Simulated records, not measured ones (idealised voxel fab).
The process module that follows is named voxel transistor to metal.
Cross-section cut: width 190 nm, square cells of 5 nm.
A cross-section is a grid of square cells, given in bands from the top down. A band is one or more rows of cells.
Read a band's entry like this: the first values are the height of its top and the height of its bottom in nm, and what follows is the sequence of materials from left to right, each with its width in nm. Note that "empty" is empty space, and that a single material marked "throughout" reaches across the band from edge to edge.
Height is counted from the level 0, under which the received wafer is composed throughout of one material. The lowest of the bands is not closed at the bottom but continues downward, in the notation "0 and below".
A two-number width, for instance "30 to 40", indicates that the width is equal to the first number in the top row of the band and to the second number in the bottom row, and that it changes by a constant amount per row of cells.
Any step labelled "nothing was modified" changed none of the cells in the cross-section.
This entry, "closed voids", enumerates those empty regions of no fewer than 8 cells that possess no open connection to the top. Each region is reported in the form width x height at distance, the distance being taken from the left edge, with all three quantities expressed in nm.
It should be noted that, on the line of a given step, the content following the step's settings is a remark produced by the simulator itself with respect to that step.
overlay nm, on a step with a mask: how far to the right of its planned place the mask lay; to the left if negative
## Set out below are the planned steps of the process
1. RECEIVE [material Si]
2. CONFORMAL_DEP [material SiO2] [thk nm 5]
3. CONFORMAL_DEP [material SiN] [thk nm 15]
4. MASKED_ETCH [tone cover] [mask id ACTIVE] [width nm 115] [etch materials SiN] [depth nm 15] [overlay nm 0]
5. MASKED_ETCH [tone cover] [mask id ACTIVE] [width nm 115] [etch materials SiO2] [depth nm 5] [overlay nm 0]
6. MASKED_ETCH [tone cover] [mask id ACTIVE] [width nm 115] [etch materials Si] [depth nm 30] [overlay nm 0]
7. OXIDIZE [depth nm 5]
8. FILL_DEP [material SiO2] [thk nm 10]
9. CMP [height nm 20]
10. SELECTIVE_ETCH [etch materials SiO2] [depth nm 15]
11. STRIP [etch materials SiN]
12. SELECTIVE_ETCH [etch materials SiO2] [depth nm 5]
13. OXIDIZE [depth nm 5]
14. DIRECTIONAL_DEP [material polySi] [thk nm 25]
15. DIRECTIONAL_DEP [material SiCN] [thk nm 10]
16. PATTERN [tone cover] [mask id GATE] [material resist] [width nm 25] [thk nm 20] [overlay nm 0]
17. DIRECTIONAL_ETCH [etch materials SiCN] [depth nm 20]
18. DIRECTIONAL_ETCH [etch materials polySi] [depth nm 35]
19. STRIP [etch materials resist]
20. CONFORMAL_DEP [material SiO2] [thk nm 5]
21. DIRECTIONAL_ETCH [etch materials SiO2] [depth nm 5]
22. CONFORMAL_DEP [material SiN] [thk nm 5]
23. DIRECTIONAL_ETCH [etch materials SiN] [depth nm 5]
24. DIRECTIONAL_ETCH [etch materials SiO2] [depth nm 5]
25. EPI [material pSi] [thk nm 5]
26. FILL_DEP [material SiO2] [thk nm 10]
27. CMP [height nm 35]
28. DIRECTIONAL_DEP [material SiO2] [thk nm 10]
29. MASKED_ETCH [tone open] [mask id CONTACT] [width nm 15] [pitch nm 80] [etch materials SiO2] [depth nm 45] [overlay nm 0]
30. CONFORMAL_DEP [material TiN] [thk nm 5]
31. FILL_DEP [material Ru] [thk nm 5]
32. CMP [height nm 45]
33. DIRECTIONAL_DEP [material TiN] [thk nm 5]
34. DIRECTIONAL_DEP [material W] [thk nm 25]
35. MASKED_ETCH [tone cover] [mask id METAL_1] [width nm 15] [pitch nm 80] [etch materials W] [depth nm 25] [overlay nm 0]
36. MASKED_ETCH [tone cover] [mask id METAL_1] [width nm 15] [pitch nm 80] [etch materials TiN] [depth nm 5] [overlay nm 0]
37. CONFORMAL_DEP [material SiCN] [thk nm 5]
38. FILL_DEP [material SiO2] [thk nm 5]
39. CMP [height nm 75]
40. CONFORMAL_DEP [material SiN] [thk nm 5]
## Wafer at receipt (post step 1), cross-section
> 0 and below: Si throughout
> closed voids: none
## a wafer at the end: this start, this plan, one mistake
> 80 down to 75: SiN throughout
> 75 down to 50: SiO2 (40), then SiCN (5), then W (15), then SiCN (5), then SiO2 (55), then SiCN (5), then W (15), then SiCN (5), then SiO2 (45)
> 50 down to 45: SiCN (45), then TiN (15), then SiCN (65), then TiN (15), then SiCN (50)
> 45 down to 35: SiO2 (45), then TiN (5), then SiCN (5), then TiN (5), then SiO2 (65), then TiN (5), then SiCN (5), then TiN (5), then SiO2 (50)
> 35 down to 25: SiO2 (45), then TiN (5), then SiCN (5), then TiN (5), then SiO2 (10), then SiN (5), then SiO2 (5), then SiCN (25), then SiO2 (5), then SiN (5), then SiO2 (10), then TiN (5), then SiCN (5), then TiN (5), then SiO2 (50)
> 25 down to 5: SiO2 (45), then TiN (5), then SiCN (5), then TiN (5), then SiO2 (10), then SiN (5), then SiO2 (5), then polySi (25), then SiO2 (5), then SiN (5), then SiO2 (10), then TiN (5), then SiCN (5), then TiN (5), then SiO2 (50)
> 5 down to 0: SiO2 (45), then TiN (15), then SiO2 (10), then SiN (5), then SiO2 (5), then polySi (25), then SiO2 (5), then SiN (5), then SiO2 (10), then TiN (15), then SiO2 (50)
> 0 down to -5: SiO2 (35), then pSi (35), then SiO2 (45), then pSi (35), then SiO2 (40)
> -5 down to -35: SiO2 (40), then Si (105), then SiO2 (45)
> -35 and below: Si throughout
> closed voids: none
Where did the run depart from the plan? off-plan run, step 31, actual operation and settings FILL_DEP [material SiCN] [thk nm 5]
